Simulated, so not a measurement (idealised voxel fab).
process module | voxel trench capacitor
cross-section cut | 185 nm wide | cells 5 nm
A cross-section is a grid of square cells, given in bands from the top down. A band is one or more rows of cells.
Each band's line starts with the height of the band's top and of its bottom, in nm. Then come its materials from left to right, each with its width in nm. One material with "throughout" fills the band from edge to edge. "air" is empty space.
Height 0 is the level under which the wafer as received is all one material. The lowest band goes on downwards, as in "0 down".
A width such as "30 to 40" changes by the same amount from each row of cells to the next, from the band's top row to its bottom row.
"no change" after a step means that no cell of the cross-section changed.
closed voids: empty space of 8 cells or more with no open way to the top, each as width x height at its distance from the left edge, in nm
after a step's settings: what the simulator itself notes on the step
overlay nm, on a step with a mask: how far to the right of its planned place the mask lay; to the left if negative
plan
1 op RECEIVE | material Si
2 op CONFORMAL_DEP | material SiN | thk nm 10
3 op DIRECTIONAL_DEP | material aC | thk nm 15
4 op PATTERN | tone open | mask id TRENCH | material resist | width nm 25 | pitch nm 50 | thk nm 30 | overlay nm 0
5 op DIRECTIONAL_ETCH | etch materials aC | depth nm 15
6 op STRIP | etch materials resist
7 op DIRECTIONAL_ETCH | etch materials SiN | depth nm 10
8 op DIRECTIONAL_ETCH | etch materials Si | depth nm 35
9 op STRIP | etch materials aC
10 op CONFORMAL_DEP | material Al2O3 | thk nm 5
11 op CONFORMAL_DEP | material TiN | thk nm 5
12 op FILL_DEP | material W | thk nm 10
13 op CMP | height nm 10
as received, after step 1
  0 down: Si throughout
  closed voids: none
a wafer at the end: this start, this plan, one mistake
  10 to 0: W 45 | TiN 5 | Al2O3 5 | SiN 25 | Al2O3 5 | TiN 5 | W 5 | TiN 5 | Al2O3 5 | SiN 25 | Al2O3 5 | TiN 5 | W 45
  0 to -25: W 45 | TiN 5 | Al2O3 5 | Si 25 | Al2O3 5 | TiN 5 | W 5 | TiN 5 | Al2O3 5 | Si 25 | Al2O3 5 | TiN 5 | W 45
  -25 to -30: TiN 50 | Al2O3 5 | Si 25 | Al2O3 5 | TiN 15 | Al2O3 5 | Si 25 | Al2O3 5 | TiN 50
  -30 to -35: Al2O3 55 | Si 25 | Al2O3 25 | Si 25 | Al2O3 55
  -35 down: Si throughout
  closed voids: none
what went wrong: step 4 ran as: op PATTERN | tone cover | mask id TRENCH | material resist | width nm 25 | pitch nm 50 | thk nm 30 | overlay nm 0
